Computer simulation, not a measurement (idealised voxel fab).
process module | voxel gate over fins
cross-section cut | 275 nm wide | cells 5 nm
A cross-section is a grid of square cells, given in bands from the top down. A band is one or more rows of cells.
Each band's line starts with the height of the band's top and of its bottom, in nm. Then come its materials from left to right, each with its width in nm. One material with "throughout" fills the band from edge to edge. "air" is empty space.
Height 0 is the level under which the wafer as received is all one material. The lowest band goes on downwards, as in "0 down".
A width such as "30 to 40" changes by the same amount from each row of cells to the next, from the band's top row to its bottom row.
"no change" after a step means that no cell of the cross-section changed.
closed voids: empty space of 8 cells or more with no open way to the top, each as width x height at its distance from the left edge, in nm
after a step's settings: what the simulator itself notes on the step
overlay nm, on a step with a mask: how far to the right of its planned place the mask lay; to the left if negative
plan
1 op RECEIVE | material Si
2 op CONFORMAL_DEP | material SiN | thk nm 10
3 op DIRECTIONAL_DEP | material aC | thk nm 10
4 op PATTERN | tone cover | mask id FINS | material resist | width nm 15 | pitch nm 55 | thk nm 30 | overlay nm 0
5 op DIRECTIONAL_ETCH | etch materials aC | depth nm 10
6 op STRIP | etch materials resist
7 op DIRECTIONAL_ETCH | etch materials SiN | depth nm 10
8 op DIRECTIONAL_ETCH | etch materials Si | depth nm 40
9 op STRIP | etch materials aC
10 op FILL_DEP | material SiO2 | thk nm 10
11 op CMP | height nm 10
12 op PATTERN | tone open | mask id RAIL | material resist | width nm 15 | thk nm 20 | overlay nm 0
13 op DIRECTIONAL_ETCH | etch materials SiO2 | depth nm 45
14 op STRIP | etch materials resist
15 op CONFORMAL_DEP | material TiN | thk nm 5
16 op FILL_DEP | material W | thk nm 5
17 op CMP | height nm 10
18 op SELECTIVE_ETCH | etch materials W Ru TiN | depth nm 30
19 op FILL_DEP | material SiO2 | thk nm 5
20 op CMP | height nm 10
21 op SELECTIVE_ETCH | etch materials SiO2 | depth nm 25
22 op STRIP | etch materials SiN
23 op CONFORMAL_DEP | material HfO2 | thk nm 5
24 op CONFORMAL_DEP | material TiN | thk nm 5
25 op FILL_DEP | material W | thk nm 15
26 op CMP | height nm 20
27 op CONFORMAL_DEP | material SiCN | thk nm 5
varied across the wafers: width nm of step 12. The plan shows the first wafer's value. All wafers start alike
first wafer as received, after step 1
  0 down: Si throughout
  closed voids: none
each wafer at the end: cells of each material gained (+) or lost (-) since it was received, then its closed voids
width nm 15 | +73 HfO2 | -368 Si | +55 SiCN | +221 SiO2 | +80 TiN | +214 W | closed voids: none
width nm 20 | +73 HfO2 | -368 Si | +55 SiCN | +218 SiO2 | +81 TiN | +216 W | closed voids: none
width nm 25 | +73 HfO2 | -368 Si | +55 SiCN | +215 SiO2 | +82 TiN | +218 W | closed voids: none
width nm 30 | +73 HfO2 | -368 Si | +55 SiCN | +212 SiO2 | +83 TiN | +220 W | closed voids: none
